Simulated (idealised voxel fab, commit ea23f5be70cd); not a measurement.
Name of the process module below: voxel self aligned vias
Cross-section cut spans 280 nm and uses square cells 5 nm in size.
A cross-section in this document is a grid of square cells, and it is written down as bands, the top band listed before the ones below it; a band is made up of one or more rows of cells.
Quick guide to a band line: top height, bottom height (nm) up front; then every material left to right with its width in nm. Only one material and it's marked "throughout"? Then it fills the band edge to edge. And "blank" just means empty space.
The level at which height equals 0 is the one under which the wafer, as it arrives, is entirely one material. No lower edge exists for the bottom band, which continues downward and is notated as in "0 nm and below".
Per-row width for "30 to 40": begins at first number (top row of band), ends at second number (bottom row), increment between rows held constant.
Take "no modification" at face value: in the step it is given for, the cross-section changed in none of its cells.
The entry "Closed internal voids" lists the empty spaces that cover at least 8 cells and have no open path to the top. Each is written as width x height at distance, where the distance is measured from the left edge and all three values are in nm.
Post-settings text on a step line: simulator's own remark regarding the step.
Steps that use a mask can have "overlay nm" on their line. It says how far the mask sat to the right of where it was meant to be. Negative means to the left.
Set out below are the planned steps of the process:
- 1: RECEIVE [material Si]
- 2: CONFORMAL_DEP [material SiO2] [thk nm 15]
- 3: CONFORMAL_DEP [material SiCN] [thk nm 5]
- 4: DIRECTIONAL_DEP [material SiO2] [thk nm 30]
- 5: PATTERN [tone open] [mask id LINES] [material resist] [width nm 30] [pitch nm 70] [thk nm 20] [overlay nm 0]
- 6: DIRECTIONAL_ETCH [etch materials SiO2] [depth nm 30]
- 7: STRIP [etch materials resist]
- 8: CONFORMAL_DEP [material TiN] [thk nm 5]
- 9: FILL_DEP [material Ru] [thk nm 5]
- 10: CMP [height nm 50]
- 11: SELECTIVE_ETCH [etch materials W Ru TiN] [depth nm 10]
- 12: FILL_DEP [material SiN] [thk nm 5]
- 13: CMP [height nm 50]
- 14: DIRECTIONAL_DEP [material SiO2] [thk nm 15]
- 15: MASKED_ETCH [tone open] [mask id VIAS] [width nm 50] [pitch nm 70] [etch materials SiO2] [depth nm 15] [overlay nm 0]
- 16: MASKED_ETCH [tone open] [mask id VIAS] [width nm 50] [pitch nm 70] [etch materials SiN] [depth nm 10] [overlay nm 0]
- 17: CONFORMAL_DEP [material TiN] [thk nm 5]
- 18: FILL_DEP [material Ru] [thk nm 5]
- 19: CMP [height nm 65]
- 20: CONFORMAL_DEP [material SiN] [thk nm 5]
Cross-section: wafer on arrival = after step 1:
* 0 nm and below = Si throughout
* Closed internal voids: none
Post-module cross-section: identical start and plan to those above, one misstep in execution:
* 70 nm to 65 nm = SiN throughout
* 65 nm to 55 nm = 45 of SiO2, then 5 of TiN, then 40 of Ru, then 5 of TiN, then 20 of SiO2, then 5 of TiN, then 40 of Ru, then 5 of TiN, then 20 of SiO2, then 5 of TiN, then 40 of Ru, then 5 of TiN, then 45 of SiO2
* 55 nm to 45 nm = 45 to 55 of SiO2, then 15 to 5 of TiN, then 20 of Ru, then 15 to 5 of TiN, then 20 to 40 of SiO2, then 15 to 5 of TiN, then 20 of Ru, then 15 to 5 of TiN, then 20 to 40 of SiO2, then 15 to 5 of TiN, then 20 of Ru, then 15 to 5 of TiN, then 45 to 55 of SiO2
* 45 nm to 35 nm = 55 of SiO2, then 30 of TiN, then 40 of SiO2, then 30 of TiN, then 40 of SiO2, then 30 of TiN, then 55 of SiO2
* 35 nm to 30 nm = SiCN throughout
* 30 nm to 0 nm = SiO2 throughout
* 0 nm and below = Si throughout
* Closed internal voids: none
What was done differently from what was planned? step 2 was run twice
